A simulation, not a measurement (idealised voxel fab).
The name of this process module is voxel gate over fins.
Shown is cross-section cut, with a width of 280 nm and square cells of size 5 nm.
A cross-section is a grid of square cells, given in bands from the top down. A band is one or more rows of cells.
It is stipulated that each band's entry specify, in nanometres, the height of the top of the band and then that of its bottom, followed by the materials of the band in left-to-right sequence, each together with its width in nanometres. A single material marked by the word "full width" is understood to fill the band from edge to edge; the word "empty" is understood to denote empty space.
The level at which height equals 0 is the one under which the wafer, as it arrives, is entirely one material. No lower edge exists for the bottom band, which continues downward and is notated as in "top 0, no bottom".
Think of "30->40" as a width that walks from the first number to the second as you go down the band, top row to bottom row, taking equal-sized steps from row to row.
For the purposes of this document, the phrase "nothing got changed" attached to a step denotes that no cell within the cross-section was modified by that step.
The label "Enclosed void list" introduces a list of the empty spaces, 8 cells or larger, that have no open way up to the top; each entry in it reads width x height at distance, where the distance is taken from the left edge and all three are stated in nm.
Past the settings on a step's line: simulator remark, on that step.
overlay nm: how far to the right of its planned place the mask lay on this masked step (negative: to the left).

### Planned step list for the process
1 RECEIVE,material Si
2 CONFORMAL_DEP,material SiN,thk nm 10
3 MASKED_ETCH,tone cover,mask id FINS,width nm 15,pitch nm 55,etch materials SiN,depth nm 10,overlay nm -15
4 MASKED_ETCH,tone cover,mask id FINS,width nm 15,pitch nm 55,etch materials Si,depth nm 40,overlay nm 0
5 FILL_DEP,material SiO2,thk nm 15
6 CMP,height nm 10
7 DIRECTIONAL_DEP,material aC,thk nm 10
8 PATTERN,tone open,mask id RAIL,material resist,width nm 15,thk nm 25,overlay nm 0
9 DIRECTIONAL_ETCH,etch materials aC,depth nm 10
10 STRIP,etch materials resist
11 DIRECTIONAL_ETCH,etch materials SiO2,depth nm 45
12 STRIP,etch materials aC
13 CONFORMAL_DEP,material TiN,thk nm 5
14 FILL_DEP,material Ru,thk nm 5
15 CMP,height nm 10
16 SELECTIVE_ETCH,etch materials W Ru TiN,depth nm 30
17 FILL_DEP,material SiO2,thk nm 5
18 CMP,height nm 10
19 SELECTIVE_ETCH,etch materials SiO2,depth nm 25
20 STRIP,etch materials SiN
21 CONFORMAL_DEP,material HfO2,thk nm 5
22 CONFORMAL_DEP,material TiN,thk nm 5
23 CONFORMAL_DEP,material TiAl,thk nm 5
24 CONFORMAL_DEP,material TiN,thk nm 5
25 FILL_DEP,material W,thk nm 15
26 CMP,height nm 30
27 CONFORMAL_DEP,material SiN,thk nm 10
Split variable: overlay nm, step 3. Plan value = first wafer. Wafers start alike.

### Cut through the first of several wafers as received, post step 1
  top 0, no bottom: Si full width
  Enclosed void list: none

### Where each wafer stands at the end of the module, a row apiece: cells of each material gained (+) or lost (-) since it was received, then closed voids
overlay nm -15 | +80 HfO2 | +2 Ru | -256 Si | +112 SiN | +151 SiO2 | +71 TiAl | +149 TiN | +139 W | Enclosed void list: none
overlay nm -10 | +80 HfO2 | +2 Ru | -288 Si | +112 SiN | +171 SiO2 | +80 TiAl | +149 TiN | +142 W | Enclosed void list: none
overlay nm -5 | +80 HfO2 | +2 Ru | -320 Si | +112 SiN | +191 SiO2 | +80 TiAl | +158 TiN | +145 W | Enclosed void list: none
overlay nm 0 | +80 HfO2 | +2 Ru | -352 Si | +112 SiN | +211 SiO2 | +80 TiAl | +167 TiN | +148 W | Enclosed void list: none
overlay nm 5 | +80 HfO2 | +2 Ru | -320 Si | +112 SiN | +191 SiO2 | +80 TiAl | +158 TiN | +145 W | Enclosed void list: none
overlay nm 10 | +80 HfO2 | +2 Ru | -288 Si | +112 SiN | +171 SiO2 | +80 TiAl | +149 TiN | +142 W | Enclosed void list: none
overlay nm 15 | +80 HfO2 | -256 Si | +112 SiN | +154 SiO2 | +71 TiAl | +148 TiN | +139 W | Enclosed void list: none
